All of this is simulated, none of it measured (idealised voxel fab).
The process module that follows is named voxel self aligned vias.
We display cut, a cross-section 275 nm in width whose square cells are each 5 nm.
A cross-section is written here as square cells arranged in a grid, and it is given in bands from the top down, each band taking up one or more rows of cells.
Heights first: top, then bottom, in nm. Then materials, left to right, each with a width in nm. "full width" on a single material: fills the band edge to edge. "blank": empty space.
Beneath 0, the wafer as received is one material, and that level is where height counting begins. The lowest band goes on downward without a bottom; it is written like "0 down".
Per-row width for "30 to 40": begins at first number (top row of band), ends at second number (bottom row), increment between rows held constant.
Where a step carries "changes: none", the cross-section came out of it unchanged, cell for cell.
"Enclosed internal voids" lists enclosed empty spaces (at least 8 cells, no open path upward to the top), each as width x height at distance from the left edge, in nm.
Where a step's line continues beyond its settings, the continuation is a remark by the simulator itself on that step.
Each step line may optionally specify "overlay nm", which for a step with a mask gives the rightward distance between the mask's planned place and where it lay, a negative value indicating the leftward direction.
Listed below are the process steps as planned:
1 RECEIVE,material Si
2 CONFORMAL_DEP,material SiO2,thk nm 15
3 CONFORMAL_DEP,material SiCN,thk nm 5
4 DIRECTIONAL_DEP,material SiO2,thk nm 20
5 PATTERN,tone open,mask id LINES,material resist,width nm 20,pitch nm 55,thk nm 15,overlay nm 0
6 DIRECTIONAL_ETCH,etch materials SiO2,depth nm 20
7 STRIP,etch materials resist
8 CONFORMAL_DEP,material TiN,thk nm 5
9 FILL_DEP,material Ru,thk nm 5
10 CMP,height nm 40
11 SELECTIVE_ETCH,etch materials W Ru TiN,depth nm 10
12 FILL_DEP,material SiN,thk nm 5
13 CMP,height nm 40
14 DIRECTIONAL_DEP,material SiO2,thk nm 15
15 MASKED_ETCH,tone open,mask id VIAS,width nm 30,pitch nm 55,etch materials SiO2,depth nm 15,overlay nm 0
16 MASKED_ETCH,tone open,mask id VIAS,width nm 30,pitch nm 55,etch materials SiN,depth nm 10,overlay nm 0
17 CONFORMAL_DEP,material TiN,thk nm 5
18 FILL_DEP,material W,thk nm 5
19 CMP,height nm 55
20 CONFORMAL_DEP,material SiCN,thk nm 5
Incoming wafer in cross-section (state: after step 1):
0 down | Si full width
Enclosed internal voids: none
As-planned run: cross-section of the first of two wafers at end of module:
60 to 55 | SiCN full width
55 to 45 | 65 SiO2; 5 TiN; 20 W; 5 TiN; 25 SiO2; 5 TiN; 20 W; 5 TiN; 25 SiO2; 5 TiN; 20 W; 5 TiN; 70 SiO2
45 to 35 | 65 to 70 SiO2; 10 to 5 TiN; 10 W; 10 to 5 TiN; 25 to 35 SiO2; 10 to 5 TiN; 10 W; 10 to 5 TiN; 25 to 35 SiO2; 10 to 5 TiN; 10 W; 10 to 5 TiN; 70 to 75 SiO2
35 to 30 | 70 SiO2; 20 TiN; 35 SiO2; 20 TiN; 35 SiO2; 20 TiN; 75 SiO2
30 to 25 | 70 SiO2; 5 TiN; 10 Ru; 5 TiN; 35 SiO2; 5 TiN; 10 Ru; 5 TiN; 35 SiO2; 5 TiN; 10 Ru; 5 TiN; 75 SiO2
25 to 20 | 70 SiO2; 20 TiN; 35 SiO2; 20 TiN; 35 SiO2; 20 TiN; 75 SiO2
20 to 15 | SiCN full width
15 to 0 | SiO2 full width
0 down | Si full width
Enclosed internal voids: none
End of module, second wafer, cross-section. Started like the first, planned like the first, run with one mistake:
60 to 55 | SiCN full width
55 to 45 | 70 SiO2; 5 TiN; 15 W; 5 TiN; 30 SiO2; 5 TiN; 15 W; 5 TiN; 30 SiO2; 5 TiN; 15 W; 5 TiN; 70 SiO2
45 to 35 | 70 SiO2; 5 TiN; 10 W; 10 to 5 TiN; 30 to 35 SiO2; 5 TiN; 10 W; 10 to 5 TiN; 30 to 35 SiO2; 5 TiN; 10 W; 10 to 5 TiN; 70 to 75 SiO2
35 to 30 | 70 SiO2; 20 TiN; 35 SiO2; 20 TiN; 35 SiO2; 20 TiN; 75 SiO2
30 to 25 | 70 SiO2; 5 TiN; 10 Ru; 5 TiN; 35 SiO2; 5 TiN; 10 Ru; 5 TiN; 35 SiO2; 5 TiN; 10 Ru; 5 TiN; 75 SiO2
25 to 20 | 70 SiO2; 20 TiN; 35 SiO2; 20 TiN; 35 SiO2; 20 TiN; 75 SiO2
20 to 15 | SiCN full width
15 to 0 | SiO2 full width
0 down | Si full width
Enclosed internal voids: none
Where did the run depart from the plan? step 15 was not run as planned; what actually ran was MASKED_ETCH,tone open,mask id VIAS,width nm 25,pitch nm 55,etch materials SiO2,depth nm 15,overlay nm 0
End check, counted in cells, second wafer has more or fewer of these materials than the first: 9 more of SiO2; 3 fewer of TiN; 6 fewer of W
